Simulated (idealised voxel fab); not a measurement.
The name of this process module is voxel quadruple lines.
The width of the displayed cross-section, cut, is 295 nm; its cells are square, with a size of 5 nm.
Cross-section, as written here: a square-cell grid given band by band from the top down, where a band holds one or more rows of cells.
It is stipulated that each band's entry specify, in nanometres, the height of the top of the band and then that of its bottom, followed by the materials of the band in left-to-right sequence, each together with its width in nanometres. A single material marked by the word "edge to edge" is understood to fill the band from edge to edge; the word "empty" is understood to denote empty space.
The reference from which all heights are counted is 0, the level beneath which the as-received wafer is entirely one material; the lowest band, having no lower bound, proceeds downward and is written after the example "0 and below".
The notation "30..40" denotes a width that varies across the rows of cells in the band, beginning at the first number in the top row, finishing at the second number in the bottom row, and changing by an identical amount from each row to the next.
"nothing changed" for a step: no cell of the cross-section changed in that step.
"Sealed void inventory": empty spaces of 8 cells or more with no open way to the top, each given as width x height at distance, distance from the left edge, all in nm.
Formally, on a step line, whatever follows the settings is a remark that the simulator itself makes on the step.
"overlay nm" denotes, for a step that has a mask, the displacement of the mask to the right of its planned place, with negative values corresponding to the left.
List of planned process steps:
| 1 | RECEIVE: material Si |
| 2 | CONFORMAL_DEP: material Al2O3, thk nm 5 |
| 3 | DIRECTIONAL_DEP: material TiN, thk nm 15 |
| 4 | DIRECTIONAL_DEP: material polySi, thk nm 20 |
| 5 | DIRECTIONAL_DEP: material aC, thk nm 20 |
| 6 | PATTERN: tone cover, mask id MANDREL, material resist, width nm 30, thk nm 30, overlay nm 0 |
| 7 | DIRECTIONAL_ETCH: etch materials aC, depth nm 20 |
| 8 | STRIP: etch materials resist |
| 9 | CONFORMAL_DEP: material SiO2, thk nm 10 |
| 10 | DIRECTIONAL_ETCH: etch materials SiO2, depth nm 10 |
| 11 | STRIP: etch materials aC |
| 12 | DIRECTIONAL_ETCH: etch materials polySi, depth nm 20 |
| 13 | STRIP: etch materials SiO2 |
| 14 | CONFORMAL_DEP: material SiCN, thk nm 10 |
| 15 | DIRECTIONAL_ETCH: etch materials SiCN, depth nm 10 |
| 16 | STRIP: etch materials polySi |
| 17 | DIRECTIONAL_ETCH: etch materials TiN, depth nm 15 |
| 18 | STRIP: etch materials SiCN |
The first of two wafers, run as planned:
Cross-sectional view of the wafer in its as-received condition, corresponding to the state after step 1:
* 0 and below | Si edge to edge
* Sealed void inventory: none
Once step 2 is through, the wafer looks like this in cross-section:
* 5 down to 0 | Al2O3 edge to edge
* At heights below 0, the structure remains unaltered.
Once step 3 is through, the wafer looks like this in cross-section:
* 20 down to 5 | TiN edge to edge
* At heights below 5, the structure remains unaltered.
Once step 4 is through, the wafer looks like this in cross-section:
* 40 down to 20 | polySi edge to edge
* At heights below 20, the structure remains unaltered.
Once step 5 is through, the wafer looks like this in cross-section:
* 60 down to 40 | aC edge to edge
* At heights below 40, the structure remains unaltered.
Once step 6 is through, the wafer looks like this in cross-section:
* 90 down to 60 | empty 130, resist 30, empty 135
* At heights below 60, the structure remains unaltered.
Once step 7 is through, the wafer looks like this in cross-section:
* 70 down to 60 | empty 130, resist 30, empty 135
* 60 down to 40 | empty 130, aC 30, empty 135
* At heights below 40, the structure remains unaltered.
Once step 8 is through, the wafer looks like this in cross-section:
* 60 down to 40 | empty 130, aC 30, empty 135
* At heights below 40, the structure remains unaltered.
Once step 9 is through, the wafer looks like this in cross-section:
* 70 down to 60 | empty 120, SiO2 50, empty 125
* 60 down to 50 | empty 120, SiO2 10, aC 30, SiO2 10, empty 125
* 50 down to 40 | SiO2 130, aC 30, SiO2 135
* At heights below 40, the structure remains unaltered.
Once step 10 is through, the wafer looks like this in cross-section:
* 60 down to 40 | empty 120, SiO2 10, aC 30, SiO2 10, empty 125
* At heights below 40, the structure remains unaltered.
Once step 11 is through, the wafer looks like this in cross-section:
* 60 down to 40 | empty 120, SiO2 10, empty 30, SiO2 10, empty 125
* At heights below 40, the structure remains unaltered.
Once step 12 is through, the wafer looks like this in cross-section:
* 60 down to 40 | empty 120, SiO2 10, empty 30, SiO2 10, empty 125
* 40 down to 20 | empty 120, polySi 10, empty 30, polySi 10, empty 125
* At heights below 20, the structure remains unaltered.
Once step 13 is through, the wafer looks like this in cross-section:
* 40 down to 20 | empty 120, polySi 10, empty 30, polySi 10, empty 125
* At heights below 20, the structure remains unaltered.
Once step 14 is through, the wafer looks like this in cross-section:
* 50 down to 40 | empty 110, SiCN 30, empty 10, SiCN 30, empty 115
* 40 down to 30 | empty 110, SiCN 10, polySi 10, SiCN 10, empty 10, SiCN 10, polySi 10, SiCN 10, empty 115
* 30 down to 20 | SiCN 120, polySi 10, SiCN 30, polySi 10, SiCN 125
* At heights below 20, the structure remains unaltered.
Once step 15 is through, the wafer looks like this in cross-section:
* 40 down to 20 | empty 110, SiCN 10, polySi 10, SiCN 10, empty 10, SiCN 10, polySi 10, SiCN 10, empty 115
* At heights below 20, the structure remains unaltered.
Once step 16 is through, the wafer looks like this in cross-section:
* 40 down to 20 | empty 110, SiCN 10, empty 10, SiCN 10, empty 10, SiCN 10, empty 10, SiCN 10, empty 115
* At heights below 20, the structure remains unaltered.
Once step 17 is through, the wafer looks like this in cross-section:
* 40 down to 20 | empty 110, SiCN 10, empty 10, SiCN 10, empty 10, SiCN 10, empty 10, SiCN 10, empty 115
* 20 down to 5 | empty 110, TiN 10, empty 10, TiN 10, empty 10, TiN 10, empty 10, TiN 10, empty 115
* At heights below 5, the structure remains unaltered.
Once step 18 is through, the wafer looks like this in cross-section:
* 20 down to 5 | empty 110, TiN 10, empty 10, TiN 10, empty 10, TiN 10, empty 10, TiN 10, empty 115
* At heights below 5, the structure remains unaltered.
Companion wafer, the second of two: same beginning, same intended sequence, one mistake in carrying it out; through step 5 inclusive it tracks the first exactly:
Look at the second wafer in cross-section at the time step 6 ought to have finished:
* 90 down to 60 | resist 130, empty 30, resist 135
* At heights below 60, the structure remains unaltered.
Look at the second wafer in cross-section at the time step 7 ought to have finished:
* 70 down to 60 | resist 130, empty 30, resist 135
* 60 down to 40 | aC 130, empty 30, aC 135
* At heights below 40, the structure remains unaltered.
Look at the second wafer in cross-section at the time step 8 ought to have finished:
* 60 down to 40 | aC 130, empty 30, aC 135
* At heights below 40, the structure remains unaltered.
Look at the second wafer in cross-section at the time step 9 ought to have finished:
* 70 down to 60 | SiO2 140, empty 10, SiO2 145
* 60 down to 50 | aC 130, SiO2 10, empty 10, SiO2 10, aC 135
* 50 down to 40 | aC 130, SiO2 30, aC 135
* At heights below 40, the structure remains unaltered.
Look at the second wafer in cross-section at the time step 10 ought to have finished:
* 60 down to 40 | aC 130, SiO2 10, empty 10, SiO2 10, aC 135
* At heights below 40, the structure remains unaltered.
Look at the second wafer in cross-section at the time step 11 ought to have finished:
* 60 down to 40 | empty 130, SiO2 10, empty 10, SiO2 10, empty 135
* At heights below 40, the structure remains unaltered.
Look at the second wafer in cross-section at the time step 12 ought to have finished:
* 60 down to 40 | empty 130, SiO2 10, empty 10, SiO2 10, empty 135
* 40 down to 20 | empty 130, polySi 10, empty 10, polySi 10, empty 135
* At heights below 20, the structure remains unaltered.
Look at the second wafer in cross-section at the time step 13 ought to have finished:
* 40 down to 20 | empty 130, polySi 10, empty 10, polySi 10, empty 135
* At heights below 20, the structure remains unaltered.
Look at the second wafer in cross-section at the time step 14 ought to have finished:
* 50 down to 40 | empty 120, SiCN 50, empty 125
* 40 down to 30 | empty 120, SiCN 10, polySi 10, SiCN 10, polySi 10, SiCN 10, empty 125
* 30 down to 20 | SiCN 130, polySi 10, SiCN 10, polySi 10, SiCN 135
* At heights below 20, the structure remains unaltered.
Look at the second wafer in cross-section at the time step 15 ought to have finished:
* 40 down to 20 | empty 120, SiCN 10, polySi 10, SiCN 10, polySi 10, SiCN 10, empty 125
* At heights below 20, the structure remains unaltered.
Look at the second wafer in cross-section at the time step 16 ought to have finished:
* 40 down to 20 | empty 120, SiCN 10, empty 10, SiCN 10, empty 10, SiCN 10, empty 125
* At heights below 20, the structure remains unaltered.
Look at the second wafer in cross-section at the time step 17 ought to have finished:
* 40 down to 20 | empty 120, SiCN 10, empty 10, SiCN 10, empty 10, SiCN 10, empty 125
* 20 down to 5 | empty 120, TiN 10, empty 10, TiN 10, empty 10, TiN 10, empty 125
* At heights below 5, the structure remains unaltered.
Look at the second wafer in cross-section at the time step 18 ought to have finished:
* 20 down to 5 | empty 120, TiN 10, empty 10, TiN 10, empty 10, TiN 10, empty 125
* At heights below 5, the structure remains unaltered.
What went wrong in running the wafer? step 6 was not run as planned; what actually ran was PATTERN: tone open, mask id MANDREL, material resist, width nm 30, thk nm 30, overlay nm 0
In the final state, the cell counts of the second wafer exceed or fall short of those of the first for the following materials: 6 fewer of TiN
